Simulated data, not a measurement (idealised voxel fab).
Process module under the name voxel air gaps
Pictured: cross-section cut, 240 nm wide, on a grid of 5 nm square cells.
How to read a cross-section here: the picture is a grid of square cells, written as bands going from the top down, and any band can span one or more rows of cells. What a band's entry tells you: where the top is and where the bottom is, as heights in nm, and after that what lies inside, material by material from left to right, each with its width in nm. Empty space is written as the word "empty", and a single material marked with the word "full width" occupies the band from edge to edge. Note: height 0 marks the level under which the wafer is uniformly one material as received. Lowest band unbounded below, written "0 -> down". The expression "30 to 40" gives the width at the extremes of the band, the first number at its top row of cells and the second at its bottom row, with the width changing by equal amounts from each row to the next in between. A step reported as "no modification" is a step in which no cell of the cross-section changed. Heads up: "Closed-off voids" only lists the empty pockets with no open path to the top that are 8 cells or more, and it writes them as width x height at distance, distance from the left edge, in nm. On a step's line, text after the settings is the simulator commenting on that step. For masked steps, "overlay nm" on the step line gives how far right of plan the mask actually lay; a minus sign means it lay to the left.

SET OUT BELOW ARE THE PLANNED STEPS OF THE PROCESS
| 1 | RECEIVE (material Si) |
| 2 | CONFORMAL_DEP (material SiO2; thk nm 15) |
| 3 | CONFORMAL_DEP (material SiCN; thk nm 5) |
| 4 | DIRECTIONAL_DEP (material SiO2; thk nm 40) |
| 5 | PATTERN (tone open; mask id LINES; material resist; width nm 15; pitch nm 40; thk nm 20; overlay nm 0) |
| 6 | DIRECTIONAL_ETCH (etch materials SiO2; depth nm 40) |
| 7 | STRIP (etch materials resist) |
| 8 | CONFORMAL_DEP (material TiN; thk nm 5) |
| 9 | FILL_DEP (material Cu; thk nm 5) |
| 10 | CMP (height nm 60) |
| 11 | EPI (material Ru; thk nm 10) |
| 12 | SELECTIVE_ETCH (etch materials SiO2; depth nm 50) |
| 13 | CONFORMAL_DEP (material SiCN; thk nm 5) |

THE CROSS-SECTION HERE SHOWS THE WAFER AS RECEIVED, I.E. IN ITS STATE AFTER STEP 1
> 0 -> down | Si full width
> Closed-off voids: none

HERE'S THE WAFER CUT IN CROSS-SECTION AFTER THE MODULE, STARTED AND PLANNED JUST LIKE ABOVE, EXCEPT ONE THING WAS DONE WRONG IN THE RUN
> 85 -> 80 | 25 empty  185 SiCN  30 empty
> 80 -> 60 | 25 empty  5 SiCN  175 Ru  5 SiCN  30 empty
> 60 -> 55 | 25 empty  25 SiCN  5 TiN  5 Cu  5 TiN  25 SiO2  5 TiN  5 Cu  5 TiN  25 SiO2  5 TiN  5 Cu  5 TiN  25 SiO2  5 TiN  5 Cu  5 TiN  25 SiCN  30 empty
> 55 -> 25 | 45 empty  5 SiCN  5 TiN  5 Cu  5 TiN  25 SiO2  5 TiN  5 Cu  5 TiN  25 SiO2  5 TiN  5 Cu  5 TiN  25 SiO2  5 TiN  5 Cu  5 TiN  5 SiCN  50 empty
> 25 -> 20 | 50 SiCN  15 TiN  25 SiO2  15 TiN  25 SiO2  15 TiN  25 SiO2  15 TiN  55 SiCN
> 20 -> 15 | SiCN full width
> 15 -> 0 | SiO2 full width
> 0 -> down | Si full width
> Closed-off voids: none
What was done differently from what was planned? it should be noted that step 11 of the plan was executed twice
